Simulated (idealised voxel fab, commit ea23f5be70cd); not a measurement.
process module | voxel tone inversion
cross-section cut | 155 nm wide | cells 5 nm
A cross-section is a grid of square cells, given in bands from the top down. A band is one or more rows of cells.
Each band's line starts with the height of the band's top and of its bottom, in nm. Then come its materials from left to right, each with its width in nm. One material with "throughout" fills the band from edge to edge. "air" is empty space.
Height 0 is the level under which the wafer as received is all one material. The lowest band goes on downwards, as in "0 down".
A width such as "30 to 40" changes by the same amount from each row of cells to the next, from the band's top row to its bottom row.
"no change" after a step means that no cell of the cross-section changed.
closed voids: empty space of 8 cells or more with no open way to the top, each as width x height at its distance from the left edge, in nm
after a step's settings: what the simulator itself notes on the step
overlay nm, on a step with a mask: how far to the right of its planned place the mask lay; to the left if negative
Each pair below shows a cross-section before one step and the cross-section after it, down to the lowest band that changed. The line under each pair gives the step between them, with its settings. The pairs can come from different runs of this module on the same starting wafer, so a pair continues from the pair above only where its "before" says so.
before
  0 down: Si throughout
  closed voids: none
after
  5 to 0: SiN throughout
  below 0: unchanged
  closed voids: none
the step between: op CONFORMAL_DEP | material SiN | thk nm 5
before: the cross-section after the pair above
after
  30 to 5: polySi throughout
  below 5: unchanged
  closed voids: none
the step between: op DIRECTIONAL_DEP | material polySi | thk nm 25
before: the cross-section after the pair above
after
  60 to 30: air 45 | resist 15 | air 30 | resist 15 | air 50
  below 30: unchanged
  closed voids: none
the step between: op PATTERN | tone cover | mask id POSTS | material resist | width nm 15 | pitch nm 45 | thk nm 30 | overlay nm 0
before: the cross-section after the pair above
after
  60 to 30: air 45 | resist 15 | air 30 | resist 15 | air 50
  30 to 5: air 45 | polySi 15 | air 30 | polySi 15 | air 50
  below 5: unchanged
  closed voids: none
the step between: op DIRECTIONAL_ETCH | etch materials polySi | depth nm 25
before: the cross-section after the pair above
after
  30 to 5: air 45 | polySi 15 | air 30 | polySi 15 | air 50
  below 5: unchanged
  closed voids: none
the step between: op STRIP | etch materials resist
before: the cross-section after the pair above
after
  40 to 30: SiO2 throughout
  30 to 5: SiO2 45 | polySi 15 | SiO2 30 | polySi 15 | SiO2 50
  below 5: unchanged
  closed voids: none
the step between: op FILL_DEP | material SiO2 | thk nm 10
before: the cross-section after the pair above
after
  30 to 5: SiO2 45 | polySi 15 | SiO2 30 | polySi 15 | SiO2 50
  below 5: unchanged
  closed voids: none
the step between: op CMP | height nm 30
before: the cross-section after the pair above
after
  30 to 5: SiO2 45 | air 15 | SiO2 30 | air 15 | SiO2 50
  below 5: unchanged
  closed voids: none
the step between: op STRIP | etch materials polySi
before: the cross-section after the pair above
after
  35 to 30: TiN 50 | air 5 | TiN 40 | air 5 | TiN 55
  30 to 10: SiO2 45 | TiN 5 | air 5 | TiN 5 | SiO2 30 | TiN 5 | air 5 | TiN 5 | SiO2 50
  10 to 5: SiO2 45 | TiN 15 | SiO2 30 | TiN 15 | SiO2 50
  below 5: unchanged
  closed voids: none
the step between: op CONFORMAL_DEP | material TiN | thk nm 5
before: the cross-section after the pair above
after
  45 to 35: W throughout
  35 to 30: TiN 50 | W 5 | TiN 40 | W 5 | TiN 55
  30 to 10: SiO2 45 | TiN 5 | W 5 | TiN 5 | SiO2 30 | TiN 5 | W 5 | TiN 5 | SiO2 50
  below 10: unchanged
  closed voids: none
the step between: op FILL_DEP | material W | thk nm 10
before: the cross-section after the pair above
after
  30 to 10: SiO2 45 | TiN 5 | W 5 | TiN 5 | SiO2 30 | TiN 5 | W 5 | TiN 5 | SiO2 50
  below 10: unchanged
  closed voids: none
the step between: op CMP | height nm 30
before: the cross-section after the pair above
after
  35 to 30: SiN throughout
  below 30: unchanged
  closed voids: none
the step between: op CONFORMAL_DEP | material SiN | thk nm 5
before
  0 down: Si throughout
  closed voids: none
after
  25 to 0: polySi throughout
  below 0: unchanged
  closed voids: none
the step between: op DIRECTIONAL_DEP | material polySi | thk nm 25
before: the cross-section after the pair above
after
  55 to 25: air 45 | resist 15 | air 30 | resist 15 | air 50
  below 25: unchanged
  closed voids: none
the step between: op PATTERN | tone cover | mask id POSTS | material resist | width nm 15 | pitch nm 45 | thk nm 30 | overlay nm 0
before: the cross-section after the pair above
after
  55 to 25: air 45 | resist 15 | air 30 | resist 15 | air 50
  25 to 0: air 45 | polySi 15 | air 30 | polySi 15 | air 50
  below 0: unchanged
  closed voids: none
the step between: op DIRECTIONAL_ETCH | etch materials polySi | depth nm 25
before: the cross-section after the pair above
after
  25 to 0: air 45 | polySi 15 | air 30 | polySi 15 | air 50
  below 0: unchanged
  closed voids: none
the step between: op STRIP | etch materials resist
before: the cross-section after the pair above
after
  35 to 25: SiO2 throughout
  25 to 0: SiO2 45 | polySi 15 | SiO2 30 | polySi 15 | SiO2 50
  below 0: unchanged
  closed voids: none
the step between: op FILL_DEP | material SiO2 | thk nm 10
before: the cross-section after the pair above
after
  30 to 25: SiO2 throughout
  below 25: unchanged
  closed voids: none
the step between: op CMP | height nm 30
before: the cross-section after the pair above
after
  35 to 30: TiN throughout
  below 30: unchanged
  closed voids: none
the step between: op CONFORMAL_DEP | material TiN | thk nm 5
before: the cross-section after the pair above
after
  45 to 35: W throughout
  below 35: unchanged
  closed voids: none
the step between: op FILL_DEP | material W | thk nm 10
before: the cross-section after the pair above
after
  30 to 25: SiO2 throughout
  below 25: unchanged
  closed voids: none
the step between: op CMP | height nm 30
before: the cross-section after the pair above
after
  35 to 30: SiN throughout
  below 30: unchanged
  closed voids: none
the step between: op CONFORMAL_DEP | material SiN | thk nm 5
before
  25 to 0: polySi throughout
  0 down: Si throughout
  closed voids: none
after
  30 to 25: SiN throughout
  below 25: unchanged
  closed voids: none
the step between: op CONFORMAL_DEP | material SiN | thk nm 5
before: the cross-section after the pair above
after
  60 to 30: air 45 | resist 15 | air 30 | resist 15 | air 50
  below 30: unchanged
  closed voids: none
the step between: op PATTERN | tone cover | mask id POSTS | material resist | width nm 15 | pitch nm 45 | thk nm 30 | overlay nm 0
before: the cross-section after the pair above
after
  30 to 25: SiN throughout
  below 25: unchanged
  closed voids: none
the step between: op STRIP | etch materials resist
before: the cross-section after the pair above
after
  40 to 30: SiO2 throughout
  below 30: unchanged
  closed voids: none
the step between: op FILL_DEP | material SiO2 | thk nm 10
before: the cross-section after the pair above
after
  30 to 25: SiN throughout
  below 25: unchanged
  closed voids: none
the step between: op CMP | height nm 30
before: the cross-section after the pair above
after
  35 to 30: TiN throughout
  below 30: unchanged
  closed voids: none
the step between: op CONFORMAL_DEP | material TiN | thk nm 5
before: the cross-section after the pair above
after
  45 to 35: W throughout
  below 35: unchanged
  closed voids: none
the step between: op FILL_DEP | material W | thk nm 10
before: the cross-section after the pair above
after
  30 to 25: SiN throughout
  below 25: unchanged
  closed voids: none
the step between: op CMP | height nm 30
before: the cross-section after the pair above
after
  35 to 25: SiN throughout
  below 25: unchanged
  closed voids: none
the step between: op CONFORMAL_DEP | material SiN | thk nm 5
before
  40 to 30: SiO2 throughout
  30 to 5: SiO2 45 | polySi 15 | SiO2 30 | polySi 15 | SiO2 50
  5 to 0: SiN throughout
  0 down: Si throughout
  closed voids: none
after
  25 to 5: SiO2 45 | polySi 15 | SiO2 30 | polySi 15 | SiO2 50
  below 5: unchanged
  closed voids: none
the step between: op CMP | height nm 25
before: the cross-section after the pair above
after
  25 to 5: SiO2 45 | air 15 | SiO2 30 | air 15 | SiO2 50
  below 5: unchanged
  closed voids: none
the step between: op STRIP | etch materials polySi
before: the cross-section after the pair above
after
  30 to 25: TiN 50 | air 5 | TiN 40 | air 5 | TiN 55
  25 to 10: SiO2 45 | TiN 5 | air 5 | TiN 5 | SiO2 30 | TiN 5 | air 5 | TiN 5 | SiO2 50
  10 to 5: SiO2 45 | TiN 15 | SiO2 30 | TiN 15 | SiO2 50
  below 5: unchanged
  closed voids: none
the step between: op CONFORMAL_DEP | material TiN | thk nm 5
before: the cross-section after the pair above
after
  40 to 30: W throughout
  30 to 25: TiN 50 | W 5 | TiN 40 | W 5 | TiN 55
  25 to 10: SiO2 45 | TiN 5 | W 5 | TiN 5 | SiO2 30 | TiN 5 | W 5 | TiN 5 | SiO2 50
  below 10: unchanged
  closed voids: none
the step between: op FILL_DEP | material W | thk nm 10
before: the cross-section after the pair above
after
  30 to 25: TiN 50 | W 5 | TiN 40 | W 5 | TiN 55
  below 25: unchanged
  closed voids: none
the step between: op CMP | height nm 30
before: the cross-section after the pair above
after
  35 to 30: SiN throughout
  below 30: unchanged
  closed voids: none
the step between: op CONFORMAL_DEP | material SiN | thk nm 5
before
  30 to 5: polySi throughout
  5 to 0: SiN throughout
  0 down: Si throughout
  closed voids: none
after
  60 to 30: air 40 | resist 25 | air 20 | resist 25 | air 45
  below 30: unchanged
  closed voids: none
the step between: op PATTERN | tone cover | mask id POSTS | material resist | width nm 25 | pitch nm 45 | thk nm 30 | overlay nm 0
before: the cross-section after the pair above
after
  60 to 30: air 40 | resist 25 | air 20 | resist 25 | air 45
  30 to 5: air 40 | polySi 25 | air 20 | polySi 25 | air 45
  below 5: unchanged
  closed voids: none
the step between: op DIRECTIONAL_ETCH | etch materials polySi | depth nm 25
before: the cross-section after the pair above
after
  30 to 5: air 40 | polySi 25 | air 20 | polySi 25 | air 45
  below 5: unchanged
  closed voids: none
the step between: op STRIP | etch materials resist
before: the cross-section after the pair above
after
  40 to 30: SiO2 throughout
  30 to 5: SiO2 40 | polySi 25 | SiO2 20 | polySi 25 | SiO2 45
  below 5: unchanged
  closed voids: none
the step between: op FILL_DEP | material SiO2 | thk nm 10
before: the cross-section after the pair above
after
  30 to 5: SiO2 40 | polySi 25 | SiO2 20 | polySi 25 | SiO2 45
  below 5: unchanged
  closed voids: none
the step between: op CMP | height nm 30
before: the cross-section after the pair above
after
  30 to 5: SiO2 40 | air 25 | SiO2 20 | air 25 | SiO2 45
  below 5: unchanged
  closed voids: none
the step between: op STRIP | etch materials polySi
before: the cross-section after the pair above
after
  35 to 30: TiN 45 | air 15 | TiN 30 | air 15 | TiN 50
  30 to 10: SiO2 40 | TiN 5 | air 15 | TiN 5 | SiO2 20 | TiN 5 | air 15 | TiN 5 | SiO2 45
  10 to 5: SiO2 40 | TiN 25 | SiO2 20 | TiN 25 | SiO2 45
  below 5: unchanged
  closed voids: none
the step between: op CONFORMAL_DEP | material TiN | thk nm 5
before: the cross-section after the pair above
after
  45 to 35: W throughout
  35 to 30: TiN 45 | W 15 | TiN 30 | W 15 | TiN 50
  30 to 10: SiO2 40 | TiN 5 | W 15 | TiN 5 | SiO2 20 | TiN 5 | W 15 | TiN 5 | SiO2 45
  below 10: unchanged
  closed voids: none
the step between: op FILL_DEP | material W | thk nm 10
before: the cross-section after the pair above
after
  30 to 10: SiO2 40 | TiN 5 | W 15 | TiN 5 | SiO2 20 | TiN 5 | W 15 | TiN 5 | SiO2 45
  below 10: unchanged
  closed voids: none
the step between: op CMP | height nm 30
before: the cross-section after the pair above
after
  35 to 30: SiN throughout
  below 30: unchanged
  closed voids: none
the step between: op CONFORMAL_DEP | material SiN | thk nm 5
before
  30 to 5: polySi throughout
  5 to 0: SiN throughout
  0 down: Si throughout
  closed voids: none
after
  60 to 30: air 50 | resist 15 | air 30 | resist 15 | air 45
  below 30: unchanged
  closed voids: none
the step between: op PATTERN | tone cover | mask id POSTS | material resist | width nm 15 | pitch nm 45 | thk nm 30 | overlay nm 5
before: the cross-section after the pair above
after
  60 to 30: air 50 | resist 15 | air 30 | resist 15 | air 45
  30 to 5: air 50 | polySi 15 | air 30 | polySi 15 | air 45
  below 5: unchanged
  closed voids: none
the step between: op DIRECTIONAL_ETCH | etch materials polySi | depth nm 25
before: the cross-section after the pair above
after
  30 to 5: air 50 | polySi 15 | air 30 | polySi 15 | air 45
  below 5: unchanged
  closed voids: none
the step between: op STRIP | etch materials resist
before: the cross-section after the pair above
after
  40 to 30: SiO2 throughout
  30 to 5: SiO2 50 | polySi 15 | SiO2 30 | polySi 15 | SiO2 45
  below 5: unchanged
  closed voids: none
the step between: op FILL_DEP | material SiO2 | thk nm 10
before: the cross-section after the pair above
after
  30 to 5: SiO2 50 | polySi 15 | SiO2 30 | polySi 15 | SiO2 45
  below 5: unchanged
  closed voids: none
the step between: op CMP | height nm 30
before: the cross-section after the pair above
after
  30 to 5: SiO2 50 | air 15 | SiO2 30 | air 15 | SiO2 45
  below 5: unchanged
  closed voids: none
the step between: op STRIP | etch materials polySi
before: the cross-section after the pair above
after
  35 to 30: TiN 55 | air 5 | TiN 40 | air 5 | TiN 50
  30 to 10: SiO2 50 | TiN 5 | air 5 | TiN 5 | SiO2 30 | TiN 5 | air 5 | TiN 5 | SiO2 45
  10 to 5: SiO2 50 | TiN 15 | SiO2 30 | TiN 15 | SiO2 45
  below 5: unchanged
  closed voids: none
the step between: op CONFORMAL_DEP | material TiN | thk nm 5
before: the cross-section after the pair above
after
  45 to 35: W throughout
  35 to 30: TiN 55 | W 5 | TiN 40 | W 5 | TiN 50
  30 to 10: SiO2 50 | TiN 5 | W 5 | TiN 5 | SiO2 30 | TiN 5 | W 5 | TiN 5 | SiO2 45
  below 10: unchanged
  closed voids: none
the step between: op FILL_DEP | material W | thk nm 10
before: the cross-section after the pair above
after
  30 to 10: SiO2 50 | TiN 5 | W 5 | TiN 5 | SiO2 30 | TiN 5 | W 5 | TiN 5 | SiO2 45
  below 10: unchanged
  closed voids: none
the step between: op CMP | height nm 30
before: the cross-section after the pair above
after
  35 to 30: SiN throughout
  below 30: unchanged
  closed voids: none
the step between: op CONFORMAL_DEP | material SiN | thk nm 5
before
  30 to 10: SiO2 45 | TiN 5 | W 5 | TiN 5 | SiO2 30 | TiN 5 | W 5 | TiN 5 | SiO2 50
  10 to 5: SiO2 45 | TiN 15 | SiO2 30 | TiN 15 | SiO2 50
  5 to 0: SiN throughout
  0 down: Si throughout
  closed voids: none
after
  35 to 30: polySi throughout
  below 30: unchanged
  closed voids: none
the step between: op CONFORMAL_DEP | material polySi | thk nm 5
before
  30 to 5: polySi throughout
  5 to 0: SiN throughout
  0 down: Si throughout
  closed voids: none
after
  60 to 30: resist 45 | air 15 | resist 30 | air 15 | resist 50
  below 30: unchanged
  closed voids: none
the step between: op PATTERN | tone open | mask id POSTS | material resist | width nm 15 | pitch nm 45 | thk nm 30 | overlay nm 0
before: the cross-section after the pair above
after
  60 to 30: resist 45 | air 15 | resist 30 | air 15 | resist 50
  30 to 5: polySi 45 | air 15 | polySi 30 | air 15 | polySi 50
  below 5: unchanged
  closed voids: none
the step between: op DIRECTIONAL_ETCH | etch materials polySi | depth nm 25
before: the cross-section after the pair above
after
  30 to 5: polySi 45 | air 15 | polySi 30 | air 15 | polySi 50
  below 5: unchanged
  closed voids: none
the step between: op STRIP | etch materials resist
before: the cross-section after the pair above
after
  40 to 30: SiO2 throughout
  30 to 5: polySi 45 | SiO2 15 | polySi 30 | SiO2 15 | polySi 50
  below 5: unchanged
  closed voids: none
the step between: op FILL_DEP | material SiO2 | thk nm 10
before: the cross-section after the pair above
after
  30 to 5: polySi 45 | SiO2 15 | polySi 30 | SiO2 15 | polySi 50
  below 5: unchanged
  closed voids: none
the step between: op CMP | height nm 30
before: the cross-section after the pair above
after
  30 to 5: air 45 | SiO2 15 | air 30 | SiO2 15 | air 50
  below 5: unchanged
  closed voids: none
the step between: op STRIP | etch materials polySi
before: the cross-section after the pair above
after
  35 to 30: air 40 | TiN 25 | air 20 | TiN 25 | air 45
  30 to 10: air 40 | TiN 5 | SiO2 15 | TiN 5 | air 20 | TiN 5 | SiO2 15 | TiN 5 | air 45
  10 to 5: TiN 45 | SiO2 15 | TiN 30 | SiO2 15 | TiN 50
  below 5: unchanged
  closed voids: none
the step between: op CONFORMAL_DEP | material TiN | thk nm 5
before: the cross-section after the pair above
after
  45 to 35: W throughout
  35 to 30: W 40 | TiN 25 | W 20 | TiN 25 | W 45
  30 to 10: W 40 | TiN 5 | SiO2 15 | TiN 5 | W 20 | TiN 5 | SiO2 15 | TiN 5 | W 45
  below 10: unchanged
  closed voids: none
the step between: op FILL_DEP | material W | thk nm 10
before: the cross-section after the pair above
after
  30 to 10: W 40 | TiN 5 | SiO2 15 | TiN 5 | W 20 | TiN 5 | SiO2 15 | TiN 5 | W 45
  below 10: unchanged
  closed voids: none
the step between: op CMP | height nm 30
before: the cross-section after the pair above
after
  35 to 30: SiN throughout
  below 30: unchanged
  closed voids: none
the step between: op CONFORMAL_DEP | material SiN | thk nm 5
